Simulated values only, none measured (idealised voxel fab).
process module | voxel gate over fins
cross-section cut | 140 nm wide | cells 5 nm
A cross-section is a grid of square cells, given in bands from the top down. A band is one or more rows of cells.
Each band's line starts with the height of the band's top and of its bottom, in nm. Then come its materials from left to right, each with its width in nm. One material with "throughout" fills the band from edge to edge. "air" is empty space.
Height 0 is the level under which the wafer as received is all one material. The lowest band goes on downwards, as in "0 down".
A width such as "30 to 40" changes by the same amount from each row of cells to the next, from the band's top row to its bottom row.
"no change" after a step means that no cell of the cross-section changed.
closed voids: empty space of 8 cells or more with no open way to the top, each as width x height at its distance from the left edge, in nm
after a step's settings: what the simulator itself notes on the step
overlay nm, on a step with a mask: how far to the right of its planned place the mask lay; to the left if negative
plan
1 op RECEIVE | material Si
2 op CONFORMAL_DEP | material SiN | thk nm 5
3 op PATTERN | tone cover | mask id FINS | material resist | width nm 15 | pitch nm 40 | thk nm 20 | overlay nm 0
4 op DIRECTIONAL_ETCH | etch materials SiN | depth nm 5
5 op DIRECTIONAL_ETCH | etch materials Si | depth nm 40
6 op STRIP | etch materials resist
7 op FILL_DEP | material SiO2 | thk nm 10
8 op CMP | height nm 5
9 op SELECTIVE_ETCH | etch materials SiO2 | depth nm 20
10 op STRIP | etch materials SiN
11 op CONFORMAL_DEP | material HfO2 | thk nm 5
12 op CONFORMAL_DEP | material TiN | thk nm 5
13 op CONFORMAL_DEP | material TiAl | thk nm 5
14 op CONFORMAL_DEP | material TiN | thk nm 5
15 op FILL_DEP | material W | thk nm 10
16 op CMP | height nm 25
17 op CONFORMAL_DEP | material SiCN | thk nm 5
varied across the wafers: thk nm of step 17. The plan shows the first wafer's value. All wafers start alike
first wafer as received, after step 1
  0 down: Si throughout
  closed voids: none
first wafer at the end, after step 17
  30 to 25: SiCN throughout
  25 to 20: W throughout
  20 to 15: W 20 | TiN 95 | W 25
  15 to 10: W 20 | TiN 5 | TiAl 85 | TiN 5 | W 25
  10 to 5: W 20 | TiN 5 | TiAl 5 | TiN 35 | TiAl 5 | TiN 35 | TiAl 5 | TiN 5 | W 25
  5 to 0: TiN 25 | TiAl 5 | TiN 5 | HfO2 25 | TiN 5 | TiAl 5 | TiN 5 | HfO2 25 | TiN 5 | TiAl 5 | TiN 30
  0 to -5: TiAl 30 | TiN 5 | HfO2 5 | Si 15 | HfO2 5 | TiN 5 | TiAl 5 | TiN 5 | HfO2 5 | Si 15 | HfO2 5 | TiN 5 | TiAl 35
  -5 to -10: TiN 35 | HfO2 5 | Si 15 | HfO2 5 | TiN 15 | HfO2 5 | Si 15 | HfO2 5 | TiN 40
  -10 to -15: HfO2 40 | Si 15 | HfO2 25 | Si 15 | HfO2 45
  -15 to -40: SiO2 40 | Si 15 | SiO2 25 | Si 15 | SiO2 45
  -40 down: Si throughout
  closed voids: none
last wafer at the end
  45 to 25: SiCN throughout
  25 to 20: W throughout
  20 to 15: W 20 | TiN 95 | W 25
  15 to 10: W 20 | TiN 5 | TiAl 85 | TiN 5 | W 25
  10 to 5: W 20 | TiN 5 | TiAl 5 | TiN 35 | TiAl 5 | TiN 35 | TiAl 5 | TiN 5 | W 25
  5 to 0: TiN 25 | TiAl 5 | TiN 5 | HfO2 25 | TiN 5 | TiAl 5 | TiN 5 | HfO2 25 | TiN 5 | TiAl 5 | TiN 30
  0 to -5: TiAl 30 | TiN 5 | HfO2 5 | Si 15 | HfO2 5 | TiN 5 | TiAl 5 | TiN 5 | HfO2 5 | Si 15 | HfO2 5 | TiN 5 | TiAl 35
  -5 to -10: TiN 35 | HfO2 5 | Si 15 | HfO2 5 | TiN 15 | HfO2 5 | Si 15 | HfO2 5 | TiN 40
  -10 to -15: HfO2 40 | Si 15 | HfO2 25 | Si 15 | HfO2 45
  -15 to -40: SiO2 40 | Si 15 | SiO2 25 | Si 15 | SiO2 45
  -40 down: Si throughout
  closed voids: none
each wafer at the end: cells of each material gained (+) or lost (-) since it was received, then its closed voids
thk nm 5 | +40 HfO2 | -176 Si | +28 SiCN | +110 SiO2 | +37 TiAl | +74 TiN | +55 W | closed voids: none
thk nm 10 | +40 HfO2 | -176 Si | +56 SiCN | +110 SiO2 | +37 TiAl | +74 TiN | +55 W | closed voids: none
thk nm 15 | +40 HfO2 | -176 Si | +84 SiCN | +110 SiO2 | +37 TiAl | +74 TiN | +55 W | closed voids: none
thk nm 20 | +40 HfO2 | -176 Si | +112 SiCN | +110 SiO2 | +37 TiAl | +74 TiN | +55 W | closed voids: none
